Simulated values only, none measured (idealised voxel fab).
process module | voxel self aligned vias
cross-section cut | 160 nm wide | cells 5 nm
A cross-section is a grid of square cells, given in bands from the top down. A band is one or more rows of cells.
Each band's line starts with the height of the band's top and of its bottom, in nm. Then come its materials from left to right, each with its width in nm. One material with "throughout" fills the band from edge to edge. "air" is empty space.
Height 0 is the level under which the wafer as received is all one material. The lowest band goes on downwards, as in "0 down".
A width such as "30 to 40" changes by the same amount from each row of cells to the next, from the band's top row to its bottom row.
"no change" after a step means that no cell of the cross-section changed.
closed voids: empty space of 8 cells or more with no open way to the top, each as width x height at its distance from the left edge, in nm
after a step's settings: what the simulator itself notes on the step
overlay nm, on a step with a mask: how far to the right of its planned place the mask lay; to the left if negative
plan
1 op RECEIVE | material Si
2 op CONFORMAL_DEP | material SiO2 | thk nm 15
3 op CONFORMAL_DEP | material SiCN | thk nm 5
4 op DIRECTIONAL_DEP | material lowk | thk nm 20
5 op MASKED_ETCH | tone open | mask id LINES | width nm 20 | pitch nm 45 | etch materials lowk | depth nm 20 | overlay nm 0
6 op CONFORMAL_DEP | material TiN | thk nm 5
7 op FILL_DEP | material W | thk nm 5
8 op CMP | height nm 40
9 op SELECTIVE_ETCH | etch materials W Ru TiN | depth nm 10
10 op FILL_DEP | material SiN | thk nm 5
11 op CMP | height nm 40
12 op DIRECTIONAL_DEP | material lowk | thk nm 15
13 op PATTERN | tone open | mask id VIAS | material resist | width nm 30 | pitch nm 45 | thk nm 20 | overlay nm 0
14 op DIRECTIONAL_ETCH | etch materials lowk | depth nm 15
15 op DIRECTIONAL_ETCH | etch materials SiN | depth nm 10
16 op STRIP | etch materials resist
17 op CONFORMAL_DEP | material TiN | thk nm 5
18 op FILL_DEP | material Ru | thk nm 5
19 op CMP | height nm 55
20 op CONFORMAL_DEP | material SiN | thk nm 5
as received, after step 1
  0 down: Si throughout
  closed voids: none
a wafer at the end: this start, this plan, one mistake
  60 to 55: SiN throughout
  55 to 35: lowk 40 | TiN 5 | Ru 20 | TiN 5 | lowk 15 | TiN 5 | Ru 20 | TiN 5 | lowk 45
  35 to 30: lowk 40 | TiN 30 | lowk 15 | TiN 30 | lowk 45
  30 to 25: lowk 40 | TiN 5 | W 20 | TiN 5 | lowk 15 | TiN 5 | W 20 | TiN 5 | lowk 45
  25 to 20: lowk 40 | TiN 30 | lowk 15 | TiN 30 | lowk 45
  20 to 15: SiCN throughout
  15 to 0: SiO2 throughout
  0 down: Si throughout
  closed voids: none
what went wrong: step 5 ran as: op MASKED_ETCH | tone open | mask id LINES | width nm 30 | pitch nm 45 | etch materials lowk | depth nm 20 | overlay nm 0
